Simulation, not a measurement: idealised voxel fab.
process module | voxel capacitor over wiring
cross-section cut | 255 nm wide | cells 5 nm
A cross-section is a grid of square cells, given in bands from the top down. A band is one or more rows of cells.
Each band's line starts with the height of the band's top and of its bottom, in nm. Then come its materials from left to right, each with its width in nm. One material with "throughout" fills the band from edge to edge. "air" is empty space.
Height 0 is the level under which the wafer as received is all one material. The lowest band goes on downwards, as in "0 down".
A width such as "30 to 40" changes by the same amount from each row of cells to the next, from the band's top row to its bottom row.
"no change" after a step means that no cell of the cross-section changed.
closed voids: empty space of 8 cells or more with no open way to the top, each as width x height at its distance from the left edge, in nm
after a step's settings: what the simulator itself notes on the step
overlay nm, on a step with a mask: how far to the right of its planned place the mask lay; to the left if negative
plan
1 op RECEIVE | material Si
2 op CONFORMAL_DEP | material SiO2 | thk nm 15
3 op CONFORMAL_DEP | material SiN | thk nm 5
4 op DIRECTIONAL_DEP | material lowk | thk nm 15
5 op PATTERN | tone open | mask id METAL_1 | material resist | width nm 30 | pitch nm 90 | thk nm 15 | overlay nm 0
6 op DIRECTIONAL_ETCH | etch materials lowk | depth nm 15
7 op DIRECTIONAL_ETCH | etch materials SiN | depth nm 5
8 op STRIP | etch materials resist
9 op CONFORMAL_DEP | material TiN | thk nm 5
10 op FILL_DEP | material Ru | thk nm 10
11 op CMP | height nm 35
12 op CONFORMAL_DEP | material SiCN | thk nm 5
13 op DIRECTIONAL_DEP | material lowk | thk nm 10
14 op MASKED_ETCH | tone open | mask id PLUG_1 | width nm 15 | etch materials lowk | depth nm 10 | overlay nm 0
15 op MASKED_ETCH | tone open | mask id PLUG_1 | width nm 15 | etch materials SiCN | depth nm 5 | overlay nm 0
16 op CONFORMAL_DEP | material TiN | thk nm 5
17 op FILL_DEP | material Ru | thk nm 5
18 op CMP | height nm 50
19 op DIRECTIONAL_DEP | material TiN | thk nm 5
20 op DIRECTIONAL_DEP | material HfO2 | thk nm 5
21 op DIRECTIONAL_DEP | material TiN | thk nm 5
22 op PATTERN | tone cover | mask id UPPER_PLATE | material resist | width nm 65 | thk nm 15 | overlay nm 0
23 op DIRECTIONAL_ETCH | etch materials TiN | depth nm 5
24 op DIRECTIONAL_ETCH | etch materials HfO2 | depth nm 5
25 op STRIP | etch materials resist
26 op MASKED_ETCH | tone cover | mask id LOWER_PLATE | width nm 75 | etch materials TiN | depth nm 5 | overlay nm 0
27 op FILL_DEP | material SiO2 | thk nm 15
28 op CMP | height nm 75
29 op PATTERN | tone open | mask id PLUG_2 | material resist | width nm 15 | thk nm 15 | overlay nm 0
30 op DIRECTIONAL_ETCH | etch materials SiO2 | depth nm 10
31 op STRIP | etch materials resist
32 op CONFORMAL_DEP | material TiN | thk nm 5
33 op FILL_DEP | material Cu | thk nm 5
34 op CMP | height nm 75
35 op CONFORMAL_DEP | material SiCN | thk nm 5
as received, after step 1
  0 down: Si throughout
  closed voids: none
a wafer at the end: this start, this plan, one mistake
  80 to 75: SiCN throughout
  75 to 70: SiO2 90 | TiN 5 | Cu 10 | TiN 5 | SiO2 145
  70 to 60: SiO2 90 to 80 | TiN 20 to 65 | SiO2 145 to 110
  60 to 55: SiO2 80 | HfO2 65 | SiO2 110
  55 to 50: SiO2 75 | TiN 75 | SiO2 105
  50 to 40: lowk 80 | TiN 5 | Ru 5 | TiN 5 | lowk 160
  40 to 35: SiCN 80 | TiN 15 | SiCN 160
  35 to 20: lowk 65 | TiN 5 | Ru 20 | TiN 5 | lowk 60 | TiN 5 | Ru 20 | TiN 5 | lowk 70
  20 to 15: SiN 65 | TiN 30 | SiN 60 | TiN 30 | SiN 70
  15 to 0: SiO2 throughout
  0 down: Si throughout
  closed voids: none
what went wrong: step 29 ran as: op PATTERN | tone open | mask id PLUG_2 | material resist | width nm 20 | thk nm 15 | overlay nm 0
